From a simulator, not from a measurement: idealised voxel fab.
process module | voxel transistor to metal
cross-section cut | 145 nm wide | cells 5 nm
A cross-section is a grid of square cells, given in bands from the top down. A band is one or more rows of cells.
Each band's line starts with the height of the band's top and of its bottom, in nm. Then come its materials from left to right, each with its width in nm. One material with "throughout" fills the band from edge to edge. "air" is empty space.
Height 0 is the level under which the wafer as received is all one material. The lowest band goes on downwards, as in "0 down".
A width such as "30 to 40" changes by the same amount from each row of cells to the next, from the band's top row to its bottom row.
"no change" after a step means that no cell of the cross-section changed.
closed voids: empty space of 8 cells or more with no open way to the top, each as width x height at its distance from the left edge, in nm
after a step's settings: what the simulator itself notes on the step
overlay nm, on a step with a mask: how far to the right of its planned place the mask lay; to the left if negative
plan
1 op RECEIVE | material Si
2 op OXIDIZE | depth nm 5
3 op CONFORMAL_DEP | material SiN | thk nm 10
4 op DIRECTIONAL_DEP | material aC | thk nm 10
5 op PATTERN | tone cover | mask id ACTIVE | material resist | width nm 105 | thk nm 30 | overlay nm 0
6 op DIRECTIONAL_ETCH | etch materials aC | depth nm 10
7 op STRIP | etch materials resist
8 op DIRECTIONAL_ETCH | etch materials SiN | depth nm 10
9 op DIRECTIONAL_ETCH | etch materials SiO2 | depth nm 5
10 op DIRECTIONAL_ETCH | etch materials Si | depth nm 25
11 op STRIP | etch materials aC
12 op FILL_DEP | material SiO2 | thk nm 5
13 op CMP | height nm 10
14 op SELECTIVE_ETCH | etch materials SiO2 | depth nm 10
15 op STRIP | etch materials SiN
16 op SELECTIVE_ETCH | etch materials SiO2 | depth nm 5
17 op OXIDIZE | depth nm 5
18 op DIRECTIONAL_DEP | material polySi | thk nm 30
19 op DIRECTIONAL_DEP | material SiCN | thk nm 10
20 op DIRECTIONAL_DEP | material aC | thk nm 15
21 op PATTERN | tone cover | mask id GATE | material resist | width nm 35 | thk nm 30 | overlay nm 0
22 op DIRECTIONAL_ETCH | etch materials aC | depth nm 15
23 op STRIP | etch materials resist
24 op DIRECTIONAL_ETCH | etch materials SiCN | depth nm 20
25 op DIRECTIONAL_ETCH | etch materials polySi | depth nm 40
26 op STRIP | etch materials aC
27 op CONFORMAL_DEP | material SiN | thk nm 5
28 op DIRECTIONAL_ETCH | etch materials SiN | depth nm 5
29 op DIRECTIONAL_ETCH | etch materials SiO2 | depth nm 5
30 op DIRECTIONAL_ETCH | etch materials Si | depth nm 5
31 op EPI | material SiGe | thk nm 5
32 op FILL_DEP | material SiO2 | thk nm 10
33 op CMP | height nm 25
34 op STRIP | etch materials polySi
35 op SELECTIVE_ETCH | etch materials SiO2 | depth nm 5
36 op CONFORMAL_DEP | material HfO2 | thk nm 5
37 op CONFORMAL_DEP | material TiN | thk nm 5
38 op FILL_DEP | material W | thk nm 5
39 op CMP | height nm 20
40 op DIRECTIONAL_DEP | material SiO2 | thk nm 15
41 op DIRECTIONAL_DEP | material aC | thk nm 10
42 op PATTERN | tone open | mask id CONTACT | material resist | width nm 15 | pitch nm 80 | thk nm 30 | overlay nm 0
43 op DIRECTIONAL_ETCH | etch materials aC | depth nm 10
44 op STRIP | etch materials resist
45 op DIRECTIONAL_ETCH | etch materials SiO2 | depth nm 45
46 op STRIP | etch materials aC
47 op CONFORMAL_DEP | material TiN | thk nm 5
48 op FILL_DEP | material Ru | thk nm 5
49 op CMP | height nm 35
50 op CONFORMAL_DEP | material SiCN | thk nm 5
51 op DIRECTIONAL_DEP | material SiO2 | thk nm 25
52 op MASKED_ETCH | tone open | mask id METAL_1 | width nm 15 | pitch nm 80 | etch materials SiO2 | depth nm 25 | overlay nm 0
53 op MASKED_ETCH | tone open | mask id METAL_1 | width nm 15 | pitch nm 80 | etch materials SiCN | depth nm 5 | overlay nm 0
54 op CONFORMAL_DEP | material TiN | thk nm 5
55 op FILL_DEP | material Ru | thk nm 5
56 op CMP | height nm 65
57 op EPI | material Ru | thk nm 5
58 op FILL_DEP | material SiCN | thk nm 5
first wafer, as planned
as received, after step 1
  0 down: Si throughout
  closed voids: none
after step 2
  0 to -5: SiO2 throughout
  below -5: unchanged
after step 3
  10 to 0: SiN throughout
  below 0: unchanged
after step 4
  20 to 10: aC throughout
  below 10: unchanged
after step 5
  50 to 20: air 20 | resist 105 | air 20
  below 20: unchanged
after step 6
  40 to 20: air 20 | resist 105 | air 20
  20 to 10: air 20 | aC 105 | air 20
  below 10: unchanged
after step 7
  20 to 10: air 20 | aC 105 | air 20
  below 10: unchanged
after step 8
  20 to 10: air 20 | aC 105 | air 20
  10 to 0: air 20 | SiN 105 | air 20
  below 0: unchanged
after step 9
  20 to 10: air 20 | aC 105 | air 20
  10 to 0: air 20 | SiN 105 | air 20
  0 to -5: air 20 | SiO2 105 | air 20
  below -5: unchanged
after step 10
  20 to 10: air 20 | aC 105 | air 20
  10 to 0: air 20 | SiN 105 | air 20
  0 to -5: air 20 | SiO2 105 | air 20
  -5 to -30: air 20 | Si 105 | air 20
  below -30: unchanged
after step 11
  10 to 0: air 20 | SiN 105 | air 20
  below 0: unchanged
after step 12
  15 to 10: SiO2 throughout
  10 to 0: SiO2 20 | SiN 105 | SiO2 20
  0 to -5: SiO2 throughout
  -5 to -30: SiO2 20 | Si 105 | SiO2 20
  below -30: unchanged
after step 13
  10 to 0: SiO2 20 | SiN 105 | SiO2 20
  below 0: unchanged
after step 14
  10 to 0: air 20 | SiN 105 | air 20
  below 0: unchanged
after step 15
  0 to -5: SiO2 throughout
  below -5: unchanged
after step 16
  -5 to -30: SiO2 20 | Si 105 | SiO2 20
  below -30: unchanged
after step 17
  -5 to -10: SiO2 throughout
  below -10: unchanged
after step 18
  25 to -5: polySi throughout
  below -5: unchanged
after step 19
  35 to 25: SiCN throughout
  below 25: unchanged
after step 20
  50 to 35: aC throughout
  below 35: unchanged
after step 21
  80 to 50: air 55 | resist 35 | air 55
  below 50: unchanged
after step 22
  65 to 50: air 55 | resist 35 | air 55
  50 to 35: air 55 | aC 35 | air 55
  below 35: unchanged
after step 23
  50 to 35: air 55 | aC 35 | air 55
  below 35: unchanged
after step 24
  50 to 35: air 55 | aC 35 | air 55
  35 to 25: air 55 | SiCN 35 | air 55
  below 25: unchanged
after step 25
  50 to 35: air 55 | aC 35 | air 55
  35 to 25: air 55 | SiCN 35 | air 55
  25 to -5: air 55 | polySi 35 | air 55
  below -5: unchanged
after step 26
  35 to 25: air 55 | SiCN 35 | air 55
  below 25: unchanged
after step 27
  40 to 35: air 50 | SiN 45 | air 50
  35 to 25: air 50 | SiN 5 | SiCN 35 | SiN 5 | air 50
  25 to 0: air 50 | SiN 5 | polySi 35 | SiN 5 | air 50
  0 to -5: SiN 55 | polySi 35 | SiN 55
  below -5: unchanged
after step 28
  35 to 25: air 50 | SiN 5 | SiCN 35 | SiN 5 | air 50
  25 to -5: air 50 | SiN 5 | polySi 35 | SiN 5 | air 50
  below -5: unchanged
after step 29
  35 to 25: air 50 | SiN 5 | SiCN 35 | SiN 5 | air 50
  25 to -5: air 50 | SiN 5 | polySi 35 | SiN 5 | air 50
  -5 to -10: air 50 | SiO2 45 | air 50
  below -10: unchanged
after step 30
  35 to 25: air 50 | SiN 5 | SiCN 35 | SiN 5 | air 50
  25 to -5: air 50 | SiN 5 | polySi 35 | SiN 5 | air 50
  -5 to -10: air 50 | SiO2 45 | air 50
  -10 to -15: SiO2 20 | air 30 | Si 45 | air 30 | SiO2 20
  below -15: unchanged
after step 31
  35 to 25: air 50 | SiN 5 | SiCN 35 | SiN 5 | air 50
  25 to -5: air 50 | SiN 5 | polySi 35 | SiN 5 | air 50
  -5 to -10: air 45 | SiGe 5 | SiO2 45 | SiGe 5 | air 45
  -10 to -15: SiO2 20 | SiGe 30 | Si 45 | SiGe 30 | SiO2 20
  below -15: unchanged
after step 32
  45 to 35: SiO2 throughout
  35 to 25: SiO2 50 | SiN 5 | SiCN 35 | SiN 5 | SiO2 50
  25 to -5: SiO2 50 | SiN 5 | polySi 35 | SiN 5 | SiO2 50
  -5 to -10: SiO2 45 | SiGe 5 | SiO2 45 | SiGe 5 | SiO2 45
  below -10: unchanged
after step 33
  25 to -5: SiO2 50 | SiN 5 | polySi 35 | SiN 5 | SiO2 50
  below -5: unchanged
after step 34
  25 to -5: SiO2 50 | SiN 5 | air 35 | SiN 5 | SiO2 50
  below -5: unchanged
after step 35
  25 to 20: air 50 | SiN 5 | air 35 | SiN 5 | air 50
  20 to -5: SiO2 50 | SiN 5 | air 35 | SiN 5 | SiO2 50
  -5 to -10: SiO2 45 | SiGe 5 | air 45 | SiGe 5 | SiO2 45
  below -10: unchanged
after step 36
  30 to 25: air 45 | HfO2 15 | air 25 | HfO2 15 | air 45
  25 to 20: HfO2 50 | SiN 5 | HfO2 5 | air 25 | HfO2 5 | SiN 5 | HfO2 50
  20 to -5: SiO2 50 | SiN 5 | HfO2 5 | air 25 | HfO2 5 | SiN 5 | SiO2 50
  -5 to -10: SiO2 45 | SiGe 5 | HfO2 45 | SiGe 5 | SiO2 45
  below -10: unchanged
after step 37
  35 to 30: air 40 | TiN 25 | air 15 | TiN 25 | air 40
  30 to 25: TiN 45 | HfO2 15 | TiN 5 | air 15 | TiN 5 | HfO2 15 | TiN 45
  25 to 20: HfO2 50 | SiN 5 | HfO2 5 | TiN 5 | air 15 | TiN 5 | HfO2 5 | SiN 5 | HfO2 50
  20 to 0: SiO2 50 | SiN 5 | HfO2 5 | TiN 5 | air 15 | TiN 5 | HfO2 5 | SiN 5 | SiO2 50
  0 to -5: SiO2 50 | SiN 5 | HfO2 5 | TiN 25 | HfO2 5 | SiN 5 | SiO2 50
  below -5: unchanged
after step 38
  40 to 35: W throughout
  35 to 30: W 40 | TiN 25 | W 15 | TiN 25 | W 40
  30 to 25: TiN 45 | HfO2 15 | TiN 5 | W 15 | TiN 5 | HfO2 15 | TiN 45
  25 to 20: HfO2 50 | SiN 5 | HfO2 5 | TiN 5 | W 15 | TiN 5 | HfO2 5 | SiN 5 | HfO2 50
  20 to 0: SiO2 50 | SiN 5 | HfO2 5 | TiN 5 | W 15 | TiN 5 | HfO2 5 | SiN 5 | SiO2 50
  below 0: unchanged
after step 39
  20 to 0: SiO2 50 | SiN 5 | HfO2 5 | TiN 5 | W 15 | TiN 5 | HfO2 5 | SiN 5 | SiO2 50
  below 0: unchanged
after step 40
  35 to 20: SiO2 throughout
  below 20: unchanged
after step 41
  45 to 35: aC throughout
  below 35: unchanged
after step 42
  75 to 45: resist 25 | air 15 | resist 65 | air 15 | resist 25
  below 45: unchanged
after step 43
  65 to 45: resist 25 | air 15 | resist 65 | air 15 | resist 25
  45 to 35: aC 25 | air 15 | aC 65 | air 15 | aC 25
  below 35: unchanged
after step 44
  45 to 35: aC 25 | air 15 | aC 65 | air 15 | aC 25
  below 35: unchanged
after step 45
  45 to 35: aC 25 | air 15 | aC 65 | air 15 | aC 25
  35 to 20: SiO2 25 | air 15 | SiO2 65 | air 15 | SiO2 25
  20 to 0: SiO2 25 | air 15 | SiO2 10 | SiN 5 | HfO2 5 | TiN 5 | W 15 | TiN 5 | HfO2 5 | SiN 5 | SiO2 10 | air 15 | SiO2 25
  0 to -5: SiO2 25 | air 15 | SiO2 10 | SiN 5 | HfO2 5 | TiN 25 | HfO2 5 | SiN 5 | SiO2 10 | air 15 | SiO2 25
  -5 to -10: SiO2 25 | air 15 | SiO2 5 | SiGe 5 | HfO2 45 | SiGe 5 | SiO2 5 | air 15 | SiO2 25
  below -10: unchanged
after step 46
  35 to 20: SiO2 25 | air 15 | SiO2 65 | air 15 | SiO2 25
  below 20: unchanged
after step 47
  40 to 35: TiN 30 | air 5 | TiN 75 | air 5 | TiN 30
  35 to 20: SiO2 25 | TiN 5 | air 5 | TiN 5 | SiO2 65 | TiN 5 | air 5 | TiN 5 | SiO2 25
  20 to 0: SiO2 25 | TiN 5 | air 5 | TiN 5 | SiO2 10 | SiN 5 | HfO2 5 | TiN 5 | W 15 | TiN 5 | HfO2 5 | SiN 5 | SiO2 10 | TiN 5 | air 5 | TiN 5 | SiO2 25
  0 to -5: SiO2 25 | TiN 5 | air 5 | TiN 5 | SiO2 10 | SiN 5 | HfO2 5 | TiN 25 | HfO2 5 | SiN 5 | SiO2 10 | TiN 5 | air 5 | TiN 5 | SiO2 25
  -5 to -10: SiO2 25 | TiN 15 | SiO2 5 | SiGe 5 | HfO2 45 | SiGe 5 | SiO2 5 | TiN 15 | SiO2 25
  below -10: unchanged
after step 48
  45 to 40: Ru throughout
  40 to 35: TiN 30 | Ru 5 | TiN 75 | Ru 5 | TiN 30
  35 to 20: SiO2 25 | TiN 5 | Ru 5 | TiN 5 | SiO2 65 | TiN 5 | Ru 5 | TiN 5 | SiO2 25
  20 to 0: SiO2 25 | TiN 5 | Ru 5 | TiN 5 | SiO2 10 | SiN 5 | HfO2 5 | TiN 5 | W 15 | TiN 5 | HfO2 5 | SiN 5 | SiO2 10 | TiN 5 | Ru 5 | TiN 5 | SiO2 25
  0 to -5: SiO2 25 | TiN 5 | Ru 5 | TiN 5 | SiO2 10 | SiN 5 | HfO2 5 | TiN 25 | HfO2 5 | SiN 5 | SiO2 10 | TiN 5 | Ru 5 | TiN 5 | SiO2 25
  below -5: unchanged
after step 49
  35 to 20: SiO2 25 | TiN 5 | Ru 5 | TiN 5 | SiO2 65 | TiN 5 | Ru 5 | TiN 5 | SiO2 25
  below 20: unchanged
after step 50
  40 to 35: SiCN throughout
  below 35: unchanged
after step 51
  65 to 40: SiO2 throughout
  below 40: unchanged
after step 52
  65 to 40: SiO2 25 | air 15 | SiO2 65 | air 15 | SiO2 25
  below 40: unchanged
after step 53
  65 to 40: SiO2 25 | air 15 | SiO2 65 | air 15 | SiO2 25
  40 to 35: SiCN 25 | air 15 | SiCN 65 | air 15 | SiCN 25
  below 35: unchanged
after step 54
  70 to 65: TiN 30 | air 5 | TiN 75 | air 5 | TiN 30
  65 to 40: SiO2 25 | TiN 5 | air 5 | TiN 5 | SiO2 65 | TiN 5 | air 5 | TiN 5 | SiO2 25
  40 to 35: SiCN 25 | TiN 15 | SiCN 65 | TiN 15 | SiCN 25
  below 35: unchanged
after step 55
  75 to 70: Ru throughout
  70 to 65: TiN 30 | Ru 5 | TiN 75 | Ru 5 | TiN 30
  65 to 40: SiO2 25 | TiN 5 | Ru 5 | TiN 5 | SiO2 65 | TiN 5 | Ru 5 | TiN 5 | SiO2 25
  below 40: unchanged
after step 56
  65 to 40: SiO2 25 | TiN 5 | Ru 5 | TiN 5 | SiO2 65 | TiN 5 | Ru 5 | TiN 5 | SiO2 25
  below 40: unchanged
after step 57
  70 to 65: air 20 | Ru 25 | air 55 | Ru 25 | air 20
  below 65: unchanged
after step 58
  75 to 70: SiCN throughout
  70 to 65: SiCN 20 | Ru 25 | SiCN 55 | Ru 25 | SiCN 20
  below 65: unchanged
second wafer: like start, like plan, one mistake. Through step 4 it matches the first wafer
when step 5 should have ended
  50 to 20: resist 20 | air 105 | resist 20
  below 20: unchanged
when step 6 should have ended
  40 to 20: resist 20 | air 105 | resist 20
  20 to 10: aC 20 | air 105 | aC 20
  below 10: unchanged
when step 7 should have ended
  20 to 10: aC 20 | air 105 | aC 20
  below 10: unchanged
when step 8 should have ended
  20 to 10: aC 20 | air 105 | aC 20
  10 to 0: SiN 20 | air 105 | SiN 20
  below 0: unchanged
when step 9 should have ended
  20 to 10: aC 20 | air 105 | aC 20
  10 to 0: SiN 20 | air 105 | SiN 20
  0 to -5: SiO2 20 | air 105 | SiO2 20
  below -5: unchanged
when step 10 should have ended
  20 to 10: aC 20 | air 105 | aC 20
  10 to 0: SiN 20 | air 105 | SiN 20
  0 to -5: SiO2 20 | air 105 | SiO2 20
  -5 to -30: Si 20 | air 105 | Si 20
  below -30: unchanged
when step 11 should have ended
  10 to 0: SiN 20 | air 105 | SiN 20
  below 0: unchanged
when step 12 should have ended
  15 to 10: SiO2 throughout
  10 to 0: SiN 20 | SiO2 105 | SiN 20
  0 to -5: SiO2 throughout
  -5 to -30: Si 20 | SiO2 105 | Si 20
  below -30: unchanged
when step 13 should have ended
  10 to 0: SiN 20 | SiO2 105 | SiN 20
  below 0: unchanged
when step 14 should have ended
  10 to 0: SiN 20 | air 105 | SiN 20
  below 0: unchanged
when step 15 should have ended
  0 to -5: SiO2 throughout
  below -5: unchanged
when step 16 should have ended
  -5 to -30: Si 20 | SiO2 105 | Si 20
  below -30: unchanged
when step 17 should have ended
  -5 to -10: SiO2 throughout
  below -10: unchanged
when step 18 should have ended
  25 to -5: polySi throughout
  below -5: unchanged
when step 19 should have ended
  35 to 25: SiCN throughout
  below 25: unchanged
when step 20 should have ended
  50 to 35: aC throughout
  below 35: unchanged
when step 21 should have ended
  80 to 50: air 55 | resist 35 | air 55
  below 50: unchanged
when step 22 should have ended
  65 to 50: air 55 | resist 35 | air 55
  50 to 35: air 55 | aC 35 | air 55
  below 35: unchanged
when step 23 should have ended
  50 to 35: air 55 | aC 35 | air 55
  below 35: unchanged
when step 24 should have ended
  50 to 35: air 55 | aC 35 | air 55
  35 to 25: air 55 | SiCN 35 | air 55
  below 25: unchanged
when step 25 should have ended
  50 to 35: air 55 | aC 35 | air 55
  35 to 25: air 55 | SiCN 35 | air 55
  25 to -5: air 55 | polySi 35 | air 55
  below -5: unchanged
when step 26 should have ended
  35 to 25: air 55 | SiCN 35 | air 55
  below 25: unchanged
when step 27 should have ended
  40 to 35: air 50 | SiN 45 | air 50
  35 to 25: air 50 | SiN 5 | SiCN 35 | SiN 5 | air 50
  25 to 0: air 50 | SiN 5 | polySi 35 | SiN 5 | air 50
  0 to -5: SiN 55 | polySi 35 | SiN 55
  below -5: unchanged
when step 28 should have ended
  35 to 25: air 50 | SiN 5 | SiCN 35 | SiN 5 | air 50
  25 to -5: air 50 | SiN 5 | polySi 35 | SiN 5 | air 50
  below -5: unchanged
when step 29 should have ended
  35 to 25: air 50 | SiN 5 | SiCN 35 | SiN 5 | air 50
  25 to -5: air 50 | SiN 5 | polySi 35 | SiN 5 | air 50
  -5 to -10: air 50 | SiO2 45 | air 50
  below -10: unchanged
when step 30 should have ended
  35 to 25: air 50 | SiN 5 | SiCN 35 | SiN 5 | air 50
  25 to -5: air 50 | SiN 5 | polySi 35 | SiN 5 | air 50
  -5 to -15: air 50 to 20 | SiO2 45 to 105 | air 50 to 20
  below -15: unchanged
when step 31 should have ended
  35 to 25: air 50 | SiN 5 | SiCN 35 | SiN 5 | air 50
  25 to -5: air 50 | SiN 5 | polySi 35 | SiN 5 | air 50
  -5 to -10: air 50 | SiO2 45 | air 50
  -10 to -15: SiGe 20 | SiO2 105 | SiGe 20
  below -15: unchanged
when step 32 should have ended
  45 to 35: SiO2 throughout
  35 to 25: SiO2 50 | SiN 5 | SiCN 35 | SiN 5 | SiO2 50
  25 to -5: SiO2 50 | SiN 5 | polySi 35 | SiN 5 | SiO2 50
  -5 to -10: SiO2 throughout
  below -10: unchanged
when step 33 should have ended
  25 to -5: SiO2 50 | SiN 5 | polySi 35 | SiN 5 | SiO2 50
  below -5: unchanged
when step 34 should have ended
  25 to -5: SiO2 50 | SiN 5 | air 35 | SiN 5 | SiO2 50
  below -5: unchanged
when step 35 should have ended
  25 to 20: air 50 | SiN 5 | air 35 | SiN 5 | air 50
  20 to -5: SiO2 50 | SiN 5 | air 35 | SiN 5 | SiO2 50
  -5 to -10: SiO2 50 | air 45 | SiO2 50
  below -10: unchanged
when step 36 should have ended
  30 to 25: air 45 | HfO2 15 | air 25 | HfO2 15 | air 45
  25 to 20: HfO2 50 | SiN 5 | HfO2 5 | air 25 | HfO2 5 | SiN 5 | HfO2 50
  20 to -5: SiO2 50 | SiN 5 | HfO2 5 | air 25 | HfO2 5 | SiN 5 | SiO2 50
  -5 to -10: SiO2 50 | HfO2 45 | SiO2 50
  below -10: unchanged
when step 37 should have ended
  35 to 30: air 40 | TiN 25 | air 15 | TiN 25 | air 40
  30 to 25: TiN 45 | HfO2 15 | TiN 5 | air 15 | TiN 5 | HfO2 15 | TiN 45
  25 to 20: HfO2 50 | SiN 5 | HfO2 5 | TiN 5 | air 15 | TiN 5 | HfO2 5 | SiN 5 | HfO2 50
  20 to 0: SiO2 50 | SiN 5 | HfO2 5 | TiN 5 | air 15 | TiN 5 | HfO2 5 | SiN 5 | SiO2 50
  0 to -5: SiO2 50 | SiN 5 | HfO2 5 | TiN 25 | HfO2 5 | SiN 5 | SiO2 50
  below -5: unchanged
when step 38 should have ended
  40 to 35: W throughout
  35 to 30: W 40 | TiN 25 | W 15 | TiN 25 | W 40
  30 to 25: TiN 45 | HfO2 15 | TiN 5 | W 15 | TiN 5 | HfO2 15 | TiN 45
  25 to 20: HfO2 50 | SiN 5 | HfO2 5 | TiN 5 | W 15 | TiN 5 | HfO2 5 | SiN 5 | HfO2 50
  20 to 0: SiO2 50 | SiN 5 | HfO2 5 | TiN 5 | W 15 | TiN 5 | HfO2 5 | SiN 5 | SiO2 50
  below 0: unchanged
when step 39 should have ended
  20 to 0: SiO2 50 | SiN 5 | HfO2 5 | TiN 5 | W 15 | TiN 5 | HfO2 5 | SiN 5 | SiO2 50
  below 0: unchanged
when step 40 should have ended
  35 to 20: SiO2 throughout
  below 20: unchanged
when step 41 should have ended
  45 to 35: aC throughout
  below 35: unchanged
when step 42 should have ended
  75 to 45: resist 25 | air 15 | resist 65 | air 15 | resist 25
  below 45: unchanged
when step 43 should have ended
  65 to 45: resist 25 | air 15 | resist 65 | air 15 | resist 25
  45 to 35: aC 25 | air 15 | aC 65 | air 15 | aC 25
  below 35: unchanged
when step 44 should have ended
  45 to 35: aC 25 | air 15 | aC 65 | air 15 | aC 25
  below 35: unchanged
when step 45 should have ended
  45 to 35: aC 25 | air 15 | aC 65 | air 15 | aC 25
  35 to 20: SiO2 25 | air 15 | SiO2 65 | air 15 | SiO2 25
  20 to 0: SiO2 25 | air 15 | SiO2 10 | SiN 5 | HfO2 5 | TiN 5 | W 15 | TiN 5 | HfO2 5 | SiN 5 | SiO2 10 | air 15 | SiO2 25
  0 to -5: SiO2 25 | air 15 | SiO2 10 | SiN 5 | HfO2 5 | TiN 25 | HfO2 5 | SiN 5 | SiO2 10 | air 15 | SiO2 25
  -5 to -10: SiO2 25 | air 15 | SiO2 10 | HfO2 45 | SiO2 10 | air 15 | SiO2 25
  below -10: unchanged
when step 46 should have ended
  35 to 20: SiO2 25 | air 15 | SiO2 65 | air 15 | SiO2 25
  below 20: unchanged
when step 47 should have ended
  40 to 35: TiN 30 | air 5 | TiN 75 | air 5 | TiN 30
  35 to 20: SiO2 25 | TiN 5 | air 5 | TiN 5 | SiO2 65 | TiN 5 | air 5 | TiN 5 | SiO2 25
  20 to 0: SiO2 25 | TiN 5 | air 5 | TiN 5 | SiO2 10 | SiN 5 | HfO2 5 | TiN 5 | W 15 | TiN 5 | HfO2 5 | SiN 5 | SiO2 10 | TiN 5 | air 5 | TiN 5 | SiO2 25
  0 to -5: SiO2 25 | TiN 5 | air 5 | TiN 5 | SiO2 10 | SiN 5 | HfO2 5 | TiN 25 | HfO2 5 | SiN 5 | SiO2 10 | TiN 5 | air 5 | TiN 5 | SiO2 25
  -5 to -10: SiO2 25 | TiN 15 | SiO2 10 | HfO2 45 | SiO2 10 | TiN 15 | SiO2 25
  below -10: unchanged
when step 48 should have ended
  45 to 40: Ru throughout
  40 to 35: TiN 30 | Ru 5 | TiN 75 | Ru 5 | TiN 30
  35 to 20: SiO2 25 | TiN 5 | Ru 5 | TiN 5 | SiO2 65 | TiN 5 | Ru 5 | TiN 5 | SiO2 25
  20 to 0: SiO2 25 | TiN 5 | Ru 5 | TiN 5 | SiO2 10 | SiN 5 | HfO2 5 | TiN 5 | W 15 | TiN 5 | HfO2 5 | SiN 5 | SiO2 10 | TiN 5 | Ru 5 | TiN 5 | SiO2 25
  0 to -5: SiO2 25 | TiN 5 | Ru 5 | TiN 5 | SiO2 10 | SiN 5 | HfO2 5 | TiN 25 | HfO2 5 | SiN 5 | SiO2 10 | TiN 5 | Ru 5 | TiN 5 | SiO2 25
  below -5: unchanged
when step 49 should have ended
  35 to 20: SiO2 25 | TiN 5 | Ru 5 | TiN 5 | SiO2 65 | TiN 5 | Ru 5 | TiN 5 | SiO2 25
  below 20: unchanged
when step 50 should have ended
  40 to 35: SiCN throughout
  below 35: unchanged
when step 51 should have ended
  65 to 40: SiO2 throughout
  below 40: unchanged
when step 52 should have ended
  65 to 40: SiO2 25 | air 15 | SiO2 65 | air 15 | SiO2 25
  below 40: unchanged
when step 53 should have ended
  65 to 40: SiO2 25 | air 15 | SiO2 65 | air 15 | SiO2 25
  40 to 35: SiCN 25 | air 15 | SiCN 65 | air 15 | SiCN 25
  below 35: unchanged
when step 54 should have ended
  70 to 65: TiN 30 | air 5 | TiN 75 | air 5 | TiN 30
  65 to 40: SiO2 25 | TiN 5 | air 5 | TiN 5 | SiO2 65 | TiN 5 | air 5 | TiN 5 | SiO2 25
  40 to 35: SiCN 25 | TiN 15 | SiCN 65 | TiN 15 | SiCN 25
  below 35: unchanged
when step 55 should have ended
  75 to 70: Ru throughout
  70 to 65: TiN 30 | Ru 5 | TiN 75 | Ru 5 | TiN 30
  65 to 40: SiO2 25 | TiN 5 | Ru 5 | TiN 5 | SiO2 65 | TiN 5 | Ru 5 | TiN 5 | SiO2 25
  below 40: unchanged
when step 56 should have ended
  65 to 40: SiO2 25 | TiN 5 | Ru 5 | TiN 5 | SiO2 65 | TiN 5 | Ru 5 | TiN 5 | SiO2 25
  below 40: unchanged
when step 57 should have ended
  70 to 65: air 20 | Ru 25 | air 55 | Ru 25 | air 20
  below 65: unchanged
when step 58 should have ended
  75 to 70: SiCN throughout
  70 to 65: SiCN 20 | Ru 25 | SiCN 55 | Ru 25 | SiCN 20
  below 65: unchanged
what went wrong: step 5 ran as: op PATTERN | tone open | mask id ACTIVE | material resist | width nm 105 | thk nm 30 | overlay nm 0
at the end the second wafer has, in cells: 48 fewer of Si | 6 fewer of SiGe | 54 more of SiO2
